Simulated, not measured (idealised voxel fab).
Presented below is a process module, voxel capacitor over wiring.
Section shown: cut. Width: 225 nm. Cell size: 5 nm, square.
Format of a cross-section: grid, square cells. Given as bands. Order: top down. Band: one or more rows of cells.
Heights first: top, then bottom, in nm. Then materials, left to right, each with a width in nm. "full width" on a single material: fills the band edge to edge. "empty": empty space.
A quick word on heights: they are counted from 0, and under that level the wafer as it came to us is one material throughout. The lowest band is different from the rest in having no bottom; it simply continues downward, written as in "0 -> down".
So if you see something like "30..40" for the width, read it as the top row of the band sitting at the first number and the bottom row at the second, with every row in between moving by the same amount as the last.
Key: "no modification" - step with no changed cell in the cross-section.
In "Encapsulated voids" the enclosed voids are listed, meaning empty spaces of 8 cells or larger without any opening to the top. The form is width x height at distance, distance from the left edge, units nm.
after a step's settings: what the simulator itself notes on the step
If you see "overlay nm" on a step's line and that step has a mask, it's telling you how far right of where it was planned the mask ended up; a negative number means it went left instead.
The following list gives the planned process steps
1) op RECEIVE | material Si
2) op CONFORMAL_DEP | material SiO2 | thk nm 15
3) op DIRECTIONAL_DEP | material TiN | thk nm 5
4) op DIRECTIONAL_DEP | material W | thk nm 15
5) op DIRECTIONAL_DEP | material aC | thk nm 10
6) op PATTERN | tone cover | mask id METAL_1 | material resist | width nm 30 | pitch nm 95 | thk nm 30 | overlay nm 0
7) op DIRECTIONAL_ETCH | etch materials aC | depth nm 10
8) op STRIP | etch materials resist
9) op DIRECTIONAL_ETCH | etch materials W | depth nm 15
10) op DIRECTIONAL_ETCH | etch materials TiN | depth nm 5
11) op STRIP | etch materials aC
12) op CONFORMAL_DEP | material SiN | thk nm 5
13) op FILL_DEP | material lowk | thk nm 10
14) op CMP | height nm 35
15) op CONFORMAL_DEP | material SiCN | thk nm 5
16) op DIRECTIONAL_DEP | material SiO2 | thk nm 20
17) op PATTERN | tone open | mask id PLUG_1 | material resist | width nm 15 | thk nm 20 | overlay nm 0
18) op DIRECTIONAL_ETCH | etch materials SiO2 | depth nm 20
19) op DIRECTIONAL_ETCH | etch materials SiCN | depth nm 5
20) op STRIP | etch materials resist
21) op EPI | material Ru | thk nm 10
22) op EPI | material Ru | thk nm 10
23) op EPI | material Ru | thk nm 5
24) op DIRECTIONAL_DEP | material TiN | thk nm 5
25) op DIRECTIONAL_DEP | material Al2O3 | thk nm 5
26) op DIRECTIONAL_DEP | material TiN | thk nm 10
27) op PATTERN | tone cover | mask id UPPER_PLATE | material resist | width nm 70 | thk nm 20 | overlay nm 0
28) op DIRECTIONAL_ETCH | etch materials TiN | depth nm 10
29) op DIRECTIONAL_ETCH | etch materials Al2O3 | depth nm 5
30) op STRIP | etch materials resist
31) op PATTERN | tone cover | mask id LOWER_PLATE | material resist | width nm 80 | thk nm 15 | overlay nm 0
32) op DIRECTIONAL_ETCH | etch materials TiN | depth nm 5
33) op STRIP | etch materials resist
34) op FILL_DEP | material SiO2 | thk nm 20
35) op CMP | height nm 95
36) op MASKED_ETCH | tone open | mask id PLUG_2 | width nm 15 | etch materials SiO2 | depth nm 15 | overlay nm 0
37) op CONFORMAL_DEP | material TiN | thk nm 5
38) op FILL_DEP | material W | thk nm 10
39) op CMP | height nm 95
40) op CONFORMAL_DEP | material SiCN | thk nm 5
Don't read the plan's width nm for step 36 as applying to every wafer: that's the first wafer's value, and the wafers differ in it, though they all start identical.
So this is the first of several wafers, cross-sectioned as it came to us, meaning it's at the end of step 1
> 0 -> down = Si full width
> Encapsulated voids: none
Cross-section after step 40, the final step of the module, for the first of several wafers
> 100 -> 95 = SiCN full width
> 95 -> 85 = 75 SiO2, 5 TiN, 5 W, 5 TiN, 135 SiO2
> 85 -> 80 = 75 SiO2, 15 TiN, 135 SiO2
> 80 -> 70 = 65 SiO2, 70 TiN, 90 SiO2
> 70 -> 65 = 65 SiO2, 70 Al2O3, 90 SiO2
> 65 -> 60 = 60 SiO2, 80 TiN, 85 SiO2
> 60 -> 40 = 65 SiO2, 15 Ru, 145 SiO2
> 40 -> 35 = 65 SiCN, 15 Ru, 145 SiCN
> 35 -> 20 = 45 lowk, 5 SiN, 30 W, 5 SiN, 55 lowk, 5 SiN, 30 W, 5 SiN, 45 lowk
> 20 -> 15 = 50 SiN, 30 TiN, 65 SiN, 30 TiN, 50 SiN
> 15 -> 0 = SiO2 full width
> 0 -> down = Si full width
> Encapsulated voids: none
Last wafer of the set, cross-sectioned at end of module
> 100 -> 95 = SiCN full width
> 95 -> 85 = 70 SiO2, 5 TiN, 20 W, 5 TiN, 125 SiO2
> 85 -> 80 = 70 SiO2, 30 TiN, 125 SiO2
> 80 -> 70 = 65 SiO2, 70 TiN, 90 SiO2
> 70 -> 65 = 65 SiO2, 70 Al2O3, 90 SiO2
> 65 -> 60 = 60 SiO2, 80 TiN, 85 SiO2
> 60 -> 40 = 65 SiO2, 15 Ru, 145 SiO2
> 40 -> 35 = 65 SiCN, 15 Ru, 145 SiCN
> 35 -> 20 = 45 lowk, 5 SiN, 30 W, 5 SiN, 55 lowk, 5 SiN, 30 W, 5 SiN, 45 lowk
> 20 -> 15 = 50 SiN, 30 TiN, 65 SiN, 30 TiN, 50 SiN
> 15 -> 0 = SiO2 full width
> 0 -> down = Si full width
> Encapsulated voids: none
Every row in this table is a wafer at the end of the module, and it gives, for each of the materials, the cells that wafer has gained (+) or lost (-) since it was received, then its closed voids
width nm 15; +14 Al2O3; +15 Ru; +87 SiCN; +45 SiN; +551 SiO2; +63 TiN; +38 W; +87 lowk; Encapsulated voids: none
width nm 20; +14 Al2O3; +15 Ru; +87 SiCN; +45 SiN; +548 SiO2; +64 TiN; +40 W; +87 lowk; Encapsulated voids: none
width nm 25; +14 Al2O3; +15 Ru; +87 SiCN; +45 SiN; +545 SiO2; +65 TiN; +42 W; +87 lowk; Encapsulated voids: none
width nm 30; +14 Al2O3; +15 Ru; +87 SiCN; +45 SiN; +542 SiO2; +66 TiN; +44 W; +87 lowk; Encapsulated voids: none
